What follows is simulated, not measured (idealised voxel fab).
The process module presented herein is designated voxel capacitor over wiring.
We display cut, a cross-section 190 nm in width whose square cells are each 5 nm.
A cross-section is a grid of square cells, given in bands from the top down. A band is one or more rows of cells. This entry defines a band. It first specifies the height of the band's top and the height of its bottom in nm, and then specifies the band's materials from left to right, stating each material with its width in nm. The word "full width" identifies a single material that fills the band from edge to edge, while the word "blank" identifies empty space. Height is counted from the level 0, under which the received wafer is composed throughout of one material. The lowest of the bands is not closed at the bottom but continues downward, in the notation "0 down". The notation "30->40" denotes a width that varies across the rows of cells in the band, beginning at the first number in the top row, finishing at the second number in the bottom row, and changing by an identical amount from each row to the next. "same as before" (step): cross-section cells unchanged, all of them. "Entrapped void list" contains a list of empty spaces, each no smaller than 8 cells and without an open way to the top, written in the form width x height at distance with the distance from the left edge and all three in nm. What comes after the settings on a step's line is commentary from the simulator itself on that step. What "overlay nm" on a step's line means: if the step has a mask, that mask lay this far to the right of its planned place, or, when the value is negative, to the left.

# This section lists the process steps that were planned
1 RECEIVE: material Si
2 CONFORMAL_DEP: material SiO2, thk nm 10
3 CONFORMAL_DEP: material SiN, thk nm 5
4 DIRECTIONAL_DEP: material lowk, thk nm 25
5 PATTERN: tone open, mask id METAL_1, material resist, width nm 30, pitch nm 80, thk nm 20, overlay nm 0
6 DIRECTIONAL_ETCH: etch materials lowk, depth nm 25
7 DIRECTIONAL_ETCH: etch materials SiN, depth nm 5
8 STRIP: etch materials resist
9 CONFORMAL_DEP: material TiN, thk nm 5
10 FILL_DEP: material Cu, thk nm 5
11 CMP: height nm 40
12 CONFORMAL_DEP: material SiCN, thk nm 5
13 DIRECTIONAL_DEP: material lowk, thk nm 10
14 MASKED_ETCH: tone open, mask id PLUG_1, width nm 15, etch materials lowk, depth nm 10, overlay nm 0
15 MASKED_ETCH: tone open, mask id PLUG_1, width nm 15, etch materials SiCN, depth nm 5, overlay nm 0
16 CONFORMAL_DEP: material TiN, thk nm 5
17 FILL_DEP: material Ru, thk nm 10
18 CMP: height nm 55
19 DIRECTIONAL_DEP: material TiN, thk nm 5
20 DIRECTIONAL_DEP: material SiN, thk nm 5
21 DIRECTIONAL_DEP: material TiN, thk nm 10
22 MASKED_ETCH: tone cover, mask id UPPER_PLATE, width nm 55, etch materials TiN, depth nm 10, overlay nm 0
23 MASKED_ETCH: tone cover, mask id UPPER_PLATE, width nm 55, etch materials SiN, depth nm 5, overlay nm 0
24 MASKED_ETCH: tone cover, mask id LOWER_PLATE, width nm 65, etch materials TiN, depth nm 5, overlay nm 0
25 FILL_DEP: material SiO2, thk nm 15
26 CMP: height nm 85
27 MASKED_ETCH: tone open, mask id PLUG_2, width nm 15, etch materials SiO2, depth nm 10, overlay nm 0
28 CONFORMAL_DEP: material TiN, thk nm 5
29 FILL_DEP: material Ru, thk nm 10
30 CMP: height nm 85
31 CONFORMAL_DEP: material SiN, thk nm 5

# Cross-sectional view of the wafer in its as-received condition, corresponding to the state after step 1
- 0 down | Si full width
- Entrapped void list: none

# The first of two wafers, cross-sectioned at the end of the module, with the run proceeding as planned
- 90 to 85 | SiN full width
- 85 to 80 | SiO2 65 nm, then TiN 5 nm, then Ru 5 nm, then TiN 5 nm, then SiO2 110 nm
- 80 to 75 | SiO2 65 nm, then TiN 15 nm, then SiO2 110 nm
- 75 to 65 | SiO2 55 nm, then TiN 55 nm, then SiO2 80 nm
- 65 to 60 | SiO2 55 nm, then SiN 55 nm, then SiO2 80 nm
- 60 to 55 | SiO2 50 nm, then TiN 65 nm, then SiO2 75 nm
- 55 to 45 | lowk 55 nm, then TiN 5 nm, then Ru 5 nm, then TiN 5 nm, then lowk 120 nm
- 45 to 40 | SiCN 55 nm, then TiN 15 nm, then SiCN 120 nm
- 40 to 15 | lowk 40 nm, then TiN 5 nm, then Cu 20 nm, then TiN 5 nm, then lowk 50 nm, then TiN 5 nm, then Cu 20 nm, then TiN 5 nm, then lowk 40 nm
- 15 to 10 | SiN 40 nm, then TiN 30 nm, then SiN 50 nm, then TiN 30 nm, then SiN 40 nm
- 10 to 0 | SiO2 full width
- 0 down | Si full width
- Entrapped void list: none

# Cross-sectional view: second of two wafers, end of module; start and plan identical to the first, one mistake in running
- 90 to 85 | SiN full width
- 85 to 80 | SiO2 65 nm, then TiN 5 nm, then Ru 5 nm, then TiN 5 nm, then SiO2 110 nm
- 80 to 75 | SiO2 65 nm, then TiN 15 nm, then SiO2 110 nm
- 75 to 65 | SiO2 55 nm, then TiN 55 nm, then SiO2 80 nm
- 65 to 60 | SiO2 55 nm, then SiN 55 nm, then SiO2 80 nm
- 60 to 55 | SiO2 50 nm, then TiN 65 nm, then SiO2 75 nm
- 55 to 45 | lowk 55 nm, then TiN 5 nm, then Ru 5 nm, then TiN 5 nm, then lowk 120 nm
- 45 to 40 | SiCN 55 nm, then TiN 15 nm, then SiCN 120 nm
- 40 to 25 | lowk 40 nm, then TiN 5 nm, then Cu 20 nm, then TiN 5 nm, then lowk 50 nm, then TiN 5 nm, then Cu 20 nm, then TiN 5 nm, then lowk 40 nm
- 25 to 20 | SiN 40 nm, then TiN 30 nm, then SiN 50 nm, then TiN 30 nm, then SiN 40 nm
- 20 to 10 | SiN full width
- 10 to 0 | SiO2 full width
- 0 down | Si full width
- Entrapped void list: none
The mistake made against the process plan was this: step 3 was not run as planned; what actually ran was CONFORMAL_DEP: material SiN, thk nm 15
Final comparison by cell count, materials where the second wafer has more or fewer than the first: Cu -16 | SiN +76 | TiN -8 | lowk -52
